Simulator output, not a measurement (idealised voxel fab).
Title: Process Module voxel ribs on slabs
Square cell edge 5 nm, section width 185 nm, ID cut.
Bands, listed from the top down, are how a cross-section gets written in this document; the cross-section itself is a grid of square cells, and a band is one or more rows of them.
This entry defines a band. It first specifies the height of the band's top and the height of its bottom in nm, and then specifies the band's materials from left to right, stating each material with its width in nm. The word "throughout" identifies a single material that fills the band from edge to edge, while the word "empty" identifies empty space.
Below 0: as-received wafer, all one material; heights counted from there. Lowest band: no bottom, goes on down, written "0 down".
Note: "30 to 40" means the width goes from the first number (top row of the band) to the second number (bottom row) in equal steps per row of cells.
Where the words "stayed the same" appear for a step, the cross-section shows no cell changed by that step; every cell remained as before.
Enclosed voids (no open way to top), threshold 8 cells or more, entry "Closed void catalog", notation width x height at distance, distance from left edge, nm.
On a step's line, text after the settings is the simulator commenting on that step.
For masked steps, "overlay nm" on the step line gives how far right of plan the mask actually lay; a minus sign means it lay to the left.

### Here's what the planned process steps look like
| 1 | RECEIVE: material Si |
| 2 | DIRECTIONAL_DEP: material SiO2, thk nm 30 |
| 3 | DIRECTIONAL_DEP: material polySi, thk nm 20 |
| 4 | PATTERN: tone cover, mask id RIB, material resist, width nm 25, thk nm 20, overlay nm 0 |
| 5 | DIRECTIONAL_ETCH: etch materials polySi, depth nm 15 |
| 6 | STRIP: etch materials resist |
| 7 | PATTERN: tone cover, mask id SLAB, material resist, width nm 75, thk nm 20, overlay nm 0 |
| 8 | DIRECTIONAL_ETCH: etch materials polySi, depth nm 5 |
| 9 | STRIP: etch materials resist |
| 10 | FILL_DEP: material SiO2, thk nm 30 |
| 11 | CMP: height nm 70 |
| 12 | DIRECTIONAL_DEP: material W, thk nm 10 |
| 13 | DIRECTIONAL_DEP: material aC, thk nm 10 |
| 14 | PATTERN: tone cover, mask id HEATER, material resist, width nm 35, thk nm 30, overlay nm 0 |
| 15 | DIRECTIONAL_ETCH: etch materials aC, depth nm 10 |
| 16 | STRIP: etch materials resist |
| 17 | DIRECTIONAL_ETCH: etch materials W, depth nm 10 |
| 18 | STRIP: etch materials aC |
| 19 | CONFORMAL_DEP: material SiN, thk nm 5 |

### Cross-section of the incoming wafer, state after step 1
	0 down | Si throughout
	Closed void catalog: none

### The cross-section shown corresponds to the wafer at the conclusion of the module. The initial structure and the process plan are those presented above; however, one mistake occurred in executing the plan
	85 to 80 | 60 of empty | 45 of SiN | 80 of empty
	80 to 75 | 60 of empty | 5 of SiN | 35 of W | 5 of SiN | 80 of empty
	75 to 70 | 65 of SiN | 35 of W | 85 of SiN
	70 to 50 | SiO2 throughout
	50 to 35 | 80 of SiO2 | 25 of polySi | 80 of SiO2
	35 to 30 | 55 of SiO2 | 75 of polySi | 55 of SiO2
	30 to 0 | SiO2 throughout
	0 down | Si throughout
	Closed void catalog: none
Diagnosis: for step 14, the planned setting was not used; the step was instead run as PATTERN: tone cover, mask id HEATER, material resist, width nm 35, thk nm 30, overlay nm -10
